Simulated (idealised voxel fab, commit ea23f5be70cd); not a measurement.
process module | voxel wiring stack
cross-section cut | 300 nm wide | cells 5 nm
A cross-section is a grid of square cells, given in bands from the top down. A band is one or more rows of cells.
Each band's line starts with the height of the band's top and of its bottom, in nm. Then come its materials from left to right, each with its width in nm. One material with "throughout" fills the band from edge to edge. "air" is empty space.
Height 0 is the level under which the wafer as received is all one material. The lowest band goes on downwards, as in "0 down".
A width such as "30 to 40" changes by the same amount from each row of cells to the next, from the band's top row to its bottom row.
"no change" after a step means that no cell of the cross-section changed.
closed voids: empty space of 8 cells or more with no open way to the top, each as width x height at its distance from the left edge, in nm
after a step's settings: what the simulator itself notes on the step
overlay nm, on a step with a mask: how far to the right of its planned place the mask lay; to the left if negative
plan
1 op RECEIVE | material Si
2 op CONFORMAL_DEP | material SiO2 | thk nm 10
3 op DIRECTIONAL_DEP | material TiN | thk nm 5
4 op DIRECTIONAL_DEP | material W | thk nm 15
5 op PATTERN | tone cover | mask id METAL_1 | material resist | width nm 30 | pitch nm 50 | thk nm 20 | overlay nm 0
6 op DIRECTIONAL_ETCH | etch materials W | depth nm 15
7 op DIRECTIONAL_ETCH | etch materials TiN | depth nm 5
8 op STRIP | etch materials resist
9 op FILL_DEP | material lowk | thk nm 10
10 op CMP | height nm 30
11 op CONFORMAL_DEP | material SiCN | thk nm 5
12 op DIRECTIONAL_DEP | material lowk | thk nm 10
13 op PATTERN | tone open | mask id PLUG_1 | material resist | width nm 15 | pitch nm 50 | thk nm 20 | overlay nm 0
14 op DIRECTIONAL_ETCH | etch materials lowk | depth nm 10
15 op DIRECTIONAL_ETCH | etch materials SiCN | depth nm 5
16 op STRIP | etch materials resist
17 op EPI | material Ru | thk nm 10
18 op EPI | material Ru | thk nm 5
19 op CONFORMAL_DEP | material SiCN | thk nm 5
20 op DIRECTIONAL_DEP | material SiO2 | thk nm 15
21 op DIRECTIONAL_DEP | material aC | thk nm 10
22 op PATTERN | tone open | mask id METAL_2 | material resist | width nm 30 | pitch nm 50 | thk nm 30 | overlay nm 0
23 op DIRECTIONAL_ETCH | etch materials aC | depth nm 10
24 op STRIP | etch materials resist
25 op DIRECTIONAL_ETCH | etch materials SiO2 | depth nm 15
26 op DIRECTIONAL_ETCH | etch materials SiCN | depth nm 5
27 op STRIP | etch materials aC
28 op CONFORMAL_DEP | material TiN | thk nm 5
29 op FILL_DEP | material Ru | thk nm 10
30 op CMP | height nm 65
31 op EPI | material Ru | thk nm 5
32 op FILL_DEP | material SiCN | thk nm 5
as received, after step 1
  0 down: Si throughout
  closed voids: none
a wafer at the end: this start, this plan, one mistake
  75 to 70: SiCN throughout
  70 to 65: SiCN 80 | Ru 40 | SiCN 10 | Ru 40 | SiCN 10 | Ru 40 | SiCN 80
  65 to 50: SiO2 85 | TiN 5 | Ru 20 | TiN 5 | SiO2 20 | TiN 5 | Ru 20 | TiN 5 | SiO2 20 | TiN 5 | Ru 20 | TiN 5 | SiO2 85
  50 to 40: SiCN 85 to 90 | TiN 30 to 5 | SiCN 20 to 45 | TiN 30 to 5 | SiCN 20 to 45 | TiN 30 to 5 | SiCN 85 to 105
  40 to 30: lowk throughout
  30 to 15: lowk 85 | W 30 | lowk 20 | W 30 | lowk 20 | W 30 | lowk 85
  15 to 10: lowk 85 | TiN 30 | lowk 20 | TiN 30 | lowk 20 | TiN 30 | lowk 85
  10 to 0: SiO2 throughout
  0 down: Si throughout
  closed voids: none
what went wrong: steps 11 and 12 were swapped
